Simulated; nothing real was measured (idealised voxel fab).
process module | voxel plated lines
cross-section cut | 300 nm wide | cells 5 nm
A cross-section is a grid of square cells, given in bands from the top down. A band is one or more rows of cells.
Each band's line starts with the height of the band's top and of its bottom, in nm. Then come its materials from left to right, each with its width in nm. One material with "throughout" fills the band from edge to edge. "air" is empty space.
Height 0 is the level under which the wafer as received is all one material. The lowest band goes on downwards, as in "0 down".
A width such as "30 to 40" changes by the same amount from each row of cells to the next, from the band's top row to its bottom row.
"no change" after a step means that no cell of the cross-section changed.
closed voids: empty space of 8 cells or more with no open way to the top, each as width x height at its distance from the left edge, in nm
after a step's settings: what the simulator itself notes on the step
overlay nm, on a step with a mask: how far to the right of its planned place the mask lay; to the left if negative
plan
1 op RECEIVE | material Si
2 op CONFORMAL_DEP | material Al2O3 | thk nm 5
3 op DIRECTIONAL_DEP | material TiN | thk nm 5
4 op PATTERN | tone open | mask id LINES | material resist | width nm 20 | pitch nm 35 | thk nm 25 | overlay nm 0
5 op EPI | material Ru | thk nm 10
6 op EPI | material Ru | thk nm 10
7 op STRIP | etch materials resist
8 op DIRECTIONAL_ETCH | etch materials TiN | depth nm 5
9 op CONFORMAL_DEP | material SiN | thk nm 5
as received, after step 1
  0 down: Si throughout
  closed voids: none
first wafer at the end, as planned
  35 to 30: air 80 | SiN 30 | air 5 | SiN 30 | air 5 | SiN 30 | air 5 | SiN 30 | air 85
  30 to 10: air 80 | SiN 5 | Ru 20 | SiN 5 | air 5 | SiN 5 | Ru 20 | SiN 5 | air 5 | SiN 5 | Ru 20 | SiN 5 | air 5 | SiN 5 | Ru 20 | SiN 5 | air 85
  10 to 5: SiN 85 | TiN 20 | SiN 15 | TiN 20 | SiN 15 | TiN 20 | SiN 15 | TiN 20 | SiN 90
  5 to 0: Al2O3 throughout
  0 down: Si throughout
  closed voids: none
second wafer at the end: like start, like plan, one mistake
  30 to 10: air 85 | Ru 20 | air 15 | Ru 20 | air 15 | Ru 20 | air 15 | Ru 20 | air 90
  10 to 5: air 85 | TiN 20 | air 15 | TiN 20 | air 15 | TiN 20 | air 15 | TiN 20 | air 90
  5 to 0: Al2O3 throughout
  0 down: Si throughout
  closed voids: none
what went wrong: step 9 was left out
at the end the second wafer has, in cells: 100 fewer of SiN
